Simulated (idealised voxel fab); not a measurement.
You're looking at the process module voxel capacitor over wiring.
Square cells of 5 nm make up the cross-section cut, whose width is 190 nm.
When this document writes out a cross-section, it uses a grid of square cells and lists it as bands, beginning at the top and moving down, with a band standing for one or more rows of cells.
It is stipulated that each band's entry specify, in nanometres, the height of the top of the band and then that of its bottom, followed by the materials of the band in left-to-right sequence, each together with its width in nanometres. A single material marked by the word "all across" is understood to fill the band from edge to edge; the word "blank" is understood to denote empty space.
Note: height 0 marks the level under which the wafer is uniformly one material as received. Lowest band unbounded below, written "z 0 and below".
When a width is written as two numbers, as in "30..40", the first number is the width in the top row of cells of the band and the second is the width in its bottom row, and the width changes by the same amount from each row to the next.
The designation "remained unchanged", where it is given for a processing step, indicates that no cell of the cross-section was altered in the course of that step.
Voids not open to the top, 8 cells minimum: see "Listed closed voids". Written width x height at distance; distance is from the left edge; nm.
On each step's line, the part that comes after the settings is the simulator's own comment on the step.
For masked steps, "overlay nm" on the step line gives how far right of plan the mask actually lay; a minus sign means it lay to the left.
Process steps - plan
1. RECEIVE: material Si
2. CONFORMAL_DEP: material SiO2, thk nm 15
3. CONFORMAL_DEP: material SiCN, thk nm 5
4. DIRECTIONAL_DEP: material lowk, thk nm 25
5. PATTERN: tone open, mask id METAL_1, material resist, width nm 25, pitch nm 75, thk nm 20, overlay nm 0
6. DIRECTIONAL_ETCH: etch materials lowk, depth nm 25
7. DIRECTIONAL_ETCH: etch materials SiCN, depth nm 5
8. STRIP: etch materials resist
9. CONFORMAL_DEP: material TiN, thk nm 5
10. FILL_DEP: material Ru, thk nm 10
11. CMP: height nm 45
12. CONFORMAL_DEP: material SiCN, thk nm 5
13. DIRECTIONAL_DEP: material lowk, thk nm 15
14. PATTERN: tone open, mask id PLUG_1, material resist, width nm 15, thk nm 15, overlay nm 0
15. DIRECTIONAL_ETCH: etch materials lowk, depth nm 15
16. DIRECTIONAL_ETCH: etch materials SiCN, depth nm 5
17. STRIP: etch materials resist
18. EPI: material Ru, thk nm 10
19. EPI: material Ru, thk nm 10
20. DIRECTIONAL_DEP: material TiN, thk nm 10
21. DIRECTIONAL_DEP: material Al2O3, thk nm 5
22. DIRECTIONAL_DEP: material TiN, thk nm 10
23. PATTERN: tone cover, mask id UPPER_PLATE, material resist, width nm 55, thk nm 20, overlay nm 0
24. DIRECTIONAL_ETCH: etch materials TiN, depth nm 10
25. DIRECTIONAL_ETCH: etch materials Al2O3, depth nm 5
26. STRIP: etch materials resist
27. MASKED_ETCH: tone cover, mask id LOWER_PLATE, width nm 65, etch materials TiN, depth nm 10, overlay nm 0
28. FILL_DEP: material SiO2, thk nm 15
29. CMP: height nm 100
30. MASKED_ETCH: tone open, mask id PLUG_2, width nm 15, etch materials SiO2, depth nm 10, overlay nm 0
31. CONFORMAL_DEP: material TiN, thk nm 5
32. FILL_DEP: material W, thk nm 5
33. CMP: height nm 100
34. CONFORMAL_DEP: material SiN, thk nm 5
Cross-section: wafer on arrival = after step 1
  z 0 and below  Si all across
  Listed closed voids: none
First of two wafers at the end of the module, shown in cross-section; run carried out as planned
  z 105 to 100  SiN all across
  z 100 to 95  SiO2 65 nm | TiN 5 nm | W 5 nm | TiN 5 nm | SiO2 110 nm
  z 95 to 90  SiO2 65 nm | TiN 15 nm | SiO2 110 nm
  z 90 to 80  SiO2 55 nm | TiN 55 nm | SiO2 80 nm
  z 80 to 75  SiO2 55 nm | Al2O3 55 nm | SiO2 80 nm
  z 75 to 65  SiO2 50 nm | TiN 65 nm | SiO2 75 nm
  z 65 to 50  lowk 55 nm | Ru 15 nm | lowk 120 nm
  z 50 to 45  SiCN 55 nm | Ru 15 nm | SiCN 120 nm
  z 45 to 20  lowk 45 nm | TiN 5 nm | Ru 15 nm | TiN 5 nm | lowk 50 nm | TiN 5 nm | Ru 15 nm | TiN 5 nm | lowk 45 nm
  z 20 to 15  SiCN 45 nm | TiN 25 nm | SiCN 50 nm | TiN 25 nm | SiCN 45 nm
  z 15 to 0  SiO2 all across
  z 0 and below  Si all across
  Listed closed voids: none
Cross-section, wafer two of two, end of module: same start and plan as wafer one, one error in execution
  z 105 to 100  SiN all across
  z 100 to 95  SiO2 65 nm | TiN 5 nm | W 5 nm | TiN 5 nm | SiO2 110 nm
  z 95 to 90  SiO2 65 nm | TiN 15 nm | SiO2 110 nm
  z 90 to 80  SiO2 50 nm | TiN 5 nm | SiO2 55 nm | TiN 5 nm | SiO2 75 nm
  z 80 to 75  Al2O3 55 nm | SiO2 55 nm | Al2O3 80 nm
  z 75 to 65  TiN all across
  z 65 to 50  lowk 55 nm | Ru 15 nm | lowk 120 nm
  z 50 to 45  SiCN 55 nm | Ru 15 nm | SiCN 120 nm
  z 45 to 20  lowk 45 nm | TiN 5 nm | Ru 15 nm | TiN 5 nm | lowk 50 nm | TiN 5 nm | Ru 15 nm | TiN 5 nm | lowk 45 nm
  z 20 to 15  SiCN 45 nm | TiN 25 nm | SiCN 50 nm | TiN 25 nm | SiCN 45 nm
  z 15 to 0  SiO2 all across
  z 0 and below  Si all across
  Listed closed voids: none
Error vs. plan: step 23 did not use the planned setting and instead ran as PATTERN: tone open, mask id UPPER_PLATE, material resist, width nm 55, thk nm 20, overlay nm 0
Final comparison by cell count, materials where the second wafer has more or fewer than the first: Al2O3 +16, SiO2 -48, TiN +32
